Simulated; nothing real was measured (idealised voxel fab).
Name of the process module below: voxel tone inversion
Cross-sectional view cut (width: 250 nm; square cell size: 5 nm).
When this document writes out a cross-section, it uses a grid of square cells and lists it as bands, beginning at the top and moving down, with a band standing for one or more rows of cells.
It is stipulated that each band's entry specify, in nanometres, the height of the top of the band and then that of its bottom, followed by the materials of the band in left-to-right sequence, each together with its width in nanometres. A single material marked by the word "full width" is understood to fill the band from edge to edge; the word "air" is understood to denote empty space.
Convention: height 0 is the level below which the wafer, as received, is all one material. The lowest band does not terminate at the bottom but continues downward, represented as "0 nm and below".
Width "30 to 40": first value at the band's top row of cells, second value at its bottom row, equal change from row to row.
Where the words "nothing altered" appear for a step, the cross-section shows no cell changed by that step; every cell remained as before.
For the entry "Sealed void inventory", the listed items are empty spaces with no open way to the top whose size is 8 cells or more; each item follows the pattern width x height at distance, where distance is from the left edge and all three are in nm.
Where a step's line continues beyond its settings, the continuation is a remark by the simulator itself on that step.
"overlay nm" denotes, for a step that has a mask, the displacement of the mask to the right of its planned place, with negative values corresponding to the left.
[So here's the lineup of process steps we planned]
| 1 | RECEIVE,material Si |
| 2 | CONFORMAL_DEP,material SiN,thk nm 10 |
| 3 | DIRECTIONAL_DEP,material polySi,thk nm 25 |
| 4 | PATTERN,tone cover,mask id POSTS,material resist,width nm 15,pitch nm 45,thk nm 35,overlay nm 0 |
| 5 | DIRECTIONAL_ETCH,etch materials polySi,depth nm 25 |
| 6 | STRIP,etch materials resist |
| 7 | FILL_DEP,material SiO2,thk nm 10 |
| 8 | CMP,height nm 35 |
| 9 | STRIP,etch materials polySi |
| 10 | CONFORMAL_DEP,material TiN,thk nm 5 |
| 11 | FILL_DEP,material Ru,thk nm 10 |
| 12 | CMP,height nm 35 |
| 13 | CONFORMAL_DEP,material SiN,thk nm 5 |
[Concerning the first of two wafers, which was run in accordance with the plan]
[This is the cross-section of the wafer as we received it, i.e. after step 1]
    0 nm and below | Si full width
    Sealed void inventory: none
[So this is the wafer cross-section right after step 2]
    10 nm to 0 nm | SiN full width
    All layers under 0 are left as they were.
[So this is the wafer cross-section right after step 3]
    35 nm to 10 nm | polySi full width
    All layers under 10 are left as they were.
[So this is the wafer cross-section right after step 4]
    70 nm to 35 nm | air: 70; resist: 15; air: 30; resist: 15; air: 30; resist: 15; air: 75
    All layers under 35 are left as they were.
[So this is the wafer cross-section right after step 5]
    70 nm to 35 nm | air: 70; resist: 15; air: 30; resist: 15; air: 30; resist: 15; air: 75
    35 nm to 10 nm | air: 70; polySi: 15; air: 30; polySi: 15; air: 30; polySi: 15; air: 75
    All layers under 10 are left as they were.
[So this is the wafer cross-section right after step 6]
    35 nm to 10 nm | air: 70; polySi: 15; air: 30; polySi: 15; air: 30; polySi: 15; air: 75
    All layers under 10 are left as they were.
[So this is the wafer cross-section right after step 7]
    45 nm to 35 nm | SiO2 full width
    35 nm to 10 nm | SiO2: 70; polySi: 15; SiO2: 30; polySi: 15; SiO2: 30; polySi: 15; SiO2: 75
    All layers under 10 are left as they were.
[So this is the wafer cross-section right after step 8]
    35 nm to 10 nm | SiO2: 70; polySi: 15; SiO2: 30; polySi: 15; SiO2: 30; polySi: 15; SiO2: 75
    All layers under 10 are left as they were.
[So this is the wafer cross-section right after step 9]
    35 nm to 10 nm | SiO2: 70; air: 15; SiO2: 30; air: 15; SiO2: 30; air: 15; SiO2: 75
    All layers under 10 are left as they were.
[So this is the wafer cross-section right after step 10]
    40 nm to 35 nm | TiN: 75; air: 5; TiN: 40; air: 5; TiN: 40; air: 5; TiN: 80
    35 nm to 15 nm | SiO2: 70; TiN: 5; air: 5; TiN: 5; SiO2: 30; TiN: 5; air: 5; TiN: 5; SiO2: 30; TiN: 5; air: 5; TiN: 5; SiO2: 75
    15 nm to 10 nm | SiO2: 70; TiN: 15; SiO2: 30; TiN: 15; SiO2: 30; TiN: 15; SiO2: 75
    All layers under 10 are left as they were.
[So this is the wafer cross-section right after step 11]
    50 nm to 40 nm | Ru full width
    40 nm to 35 nm | TiN: 75; Ru: 5; TiN: 40; Ru: 5; TiN: 40; Ru: 5; TiN: 80
    35 nm to 15 nm | SiO2: 70; TiN: 5; Ru: 5; TiN: 5; SiO2: 30; TiN: 5; Ru: 5; TiN: 5; SiO2: 30; TiN: 5; Ru: 5; TiN: 5; SiO2: 75
    All layers under 15 are left as they were.
[So this is the wafer cross-section right after step 12]
    35 nm to 15 nm | SiO2: 70; TiN: 5; Ru: 5; TiN: 5; SiO2: 30; TiN: 5; Ru: 5; TiN: 5; SiO2: 30; TiN: 5; Ru: 5; TiN: 5; SiO2: 75
    All layers under 15 are left as they were.
[So this is the wafer cross-section right after step 13]
    40 nm to 35 nm | SiN full width
    All layers under 35 are left as they were.
[Regarding the second of the two wafers: it shared the first wafer's starting condition and process plan, yet one error occurred during its execution. Its history coincides with that of the first wafer up to and including step 1]
[Second wafer shown in cross-section at the time step 2 was slated to end]
    10 nm to 0 nm | SiO2 full width
    All layers under 0 are left as they were.
[Second wafer shown in cross-section at the time step 3 was slated to end]
    35 nm to 10 nm | polySi full width
    All layers under 10 are left as they were.
[Second wafer shown in cross-section at the time step 4 was slated to end]
    70 nm to 35 nm | air: 70; resist: 15; air: 30; resist: 15; air: 30; resist: 15; air: 75
    All layers under 35 are left as they were.
[Second wafer shown in cross-section at the time step 5 was slated to end]
    70 nm to 35 nm | air: 70; resist: 15; air: 30; resist: 15; air: 30; resist: 15; air: 75
    35 nm to 10 nm | air: 70; polySi: 15; air: 30; polySi: 15; air: 30; polySi: 15; air: 75
    All layers under 10 are left as they were.
[Second wafer shown in cross-section at the time step 6 was slated to end]
    35 nm to 10 nm | air: 70; polySi: 15; air: 30; polySi: 15; air: 30; polySi: 15; air: 75
    All layers under 10 are left as they were.
[Second wafer shown in cross-section at the time step 7 was slated to end]
    45 nm to 35 nm | SiO2 full width
    35 nm to 10 nm | SiO2: 70; polySi: 15; SiO2: 30; polySi: 15; SiO2: 30; polySi: 15; SiO2: 75
    All layers under 10 are left as they were.
[Second wafer shown in cross-section at the time step 8 was slated to end]
    35 nm to 10 nm | SiO2: 70; polySi: 15; SiO2: 30; polySi: 15; SiO2: 30; polySi: 15; SiO2: 75
    All layers under 10 are left as they were.
[Second wafer shown in cross-section at the time step 9 was slated to end]
    35 nm to 10 nm | SiO2: 70; air: 15; SiO2: 30; air: 15; SiO2: 30; air: 15; SiO2: 75
    All layers under 10 are left as they were.
[Second wafer shown in cross-section at the time step 10 was slated to end]
    40 nm to 35 nm | TiN: 75; air: 5; TiN: 40; air: 5; TiN: 40; air: 5; TiN: 80
    35 nm to 15 nm | SiO2: 70; TiN: 5; air: 5; TiN: 5; SiO2: 30; TiN: 5; air: 5; TiN: 5; SiO2: 30; TiN: 5; air: 5; TiN: 5; SiO2: 75
    15 nm to 10 nm | SiO2: 70; TiN: 15; SiO2: 30; TiN: 15; SiO2: 30; TiN: 15; SiO2: 75
    All layers under 10 are left as they were.
[Second wafer shown in cross-section at the time step 11 was slated to end]
    50 nm to 40 nm | Ru full width
    40 nm to 35 nm | TiN: 75; Ru: 5; TiN: 40; Ru: 5; TiN: 40; Ru: 5; TiN: 80
    35 nm to 15 nm | SiO2: 70; TiN: 5; Ru: 5; TiN: 5; SiO2: 30; TiN: 5; Ru: 5; TiN: 5; SiO2: 30; TiN: 5; Ru: 5; TiN: 5; SiO2: 75
    All layers under 15 are left as they were.
[Second wafer shown in cross-section at the time step 12 was slated to end]
    35 nm to 15 nm | SiO2: 70; TiN: 5; Ru: 5; TiN: 5; SiO2: 30; TiN: 5; Ru: 5; TiN: 5; SiO2: 30; TiN: 5; Ru: 5; TiN: 5; SiO2: 75
    All layers under 15 are left as they were.
[Second wafer shown in cross-section at the time step 13 was slated to end]
    40 nm to 35 nm | SiN full width
    All layers under 35 are left as they were.
Which mistake was made when the wafer was run? planned and actual differ for step 2; actual: CONFORMAL_DEP,material SiO2,thk nm 10
Count the cells at the end and the second wafer has more or fewer of some materials than the first: SiN -100 | SiO2 +100
